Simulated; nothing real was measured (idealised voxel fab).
process module | voxel spacer lines
cross-section cut | 150 nm wide | cells 5 nm
A cross-section is a grid of square cells, given in bands from the top down. A band is one or more rows of cells.
Each band's line starts with the height of the band's top and of its bottom, in nm. Then come its materials from left to right, each with its width in nm. One material with "throughout" fills the band from edge to edge. "air" is empty space.
Height 0 is the level under which the wafer as received is all one material. The lowest band goes on downwards, as in "0 down".
A width such as "30 to 40" changes by the same amount from each row of cells to the next, from the band's top row to its bottom row.
"no change" after a step means that no cell of the cross-section changed.
closed voids: empty space of 8 cells or more with no open way to the top, each as width x height at its distance from the left edge, in nm
after a step's settings: what the simulator itself notes on the step
overlay nm, on a step with a mask: how far to the right of its planned place the mask lay; to the left if negative
plan
1 op RECEIVE | material Si
2 op CONFORMAL_DEP | material Al2O3 | thk nm 5
3 op DIRECTIONAL_DEP | material SiN | thk nm 20
4 op DIRECTIONAL_DEP | material aC | thk nm 20
5 op PATTERN | tone cover | mask id MANDREL | material resist | width nm 15 | pitch nm 80 | thk nm 30 | overlay nm 0
6 op DIRECTIONAL_ETCH | etch materials aC | depth nm 20
7 op STRIP | etch materials resist
8 op CONFORMAL_DEP | material SiO2 | thk nm 15
9 op DIRECTIONAL_ETCH | etch materials SiO2 | depth nm 15
10 op STRIP | etch materials aC
11 op DIRECTIONAL_ETCH | etch materials SiN | depth nm 20
12 op STRIP | etch materials SiO2
varied across the wafers: width nm of step 5. The plan shows the first wafer's value. All wafers start alike
first wafer as received, after step 1
  0 down: Si throughout
  closed voids: none
first wafer at the end, after step 12
  25 to 5: air 10 | SiN 15 | air 15 | SiN 15 | air 35 | SiN 15 | air 15 | SiN 15 | air 15
  5 to 0: Al2O3 throughout
  0 down: Si throughout
  closed voids: none
last wafer at the end
  25 to 5: SiN 15 | air 40 | SiN 15 | air 10 | SiN 15 | air 40 | SiN 15
  5 to 0: Al2O3 throughout
  0 down: Si throughout
  closed voids: none
each wafer at the end: cells of each material gained (+) or lost (-) since it was received, then its closed voids
width nm 15 | +30 Al2O3 | +48 SiN | closed voids: none
width nm 20 | +30 Al2O3 | +48 SiN | closed voids: none
width nm 25 | +30 Al2O3 | +48 SiN | closed voids: none
width nm 30 | +30 Al2O3 | +48 SiN | closed voids: none
width nm 35 | +30 Al2O3 | +48 SiN | closed voids: none
width nm 40 | +30 Al2O3 | +48 SiN | closed voids: none
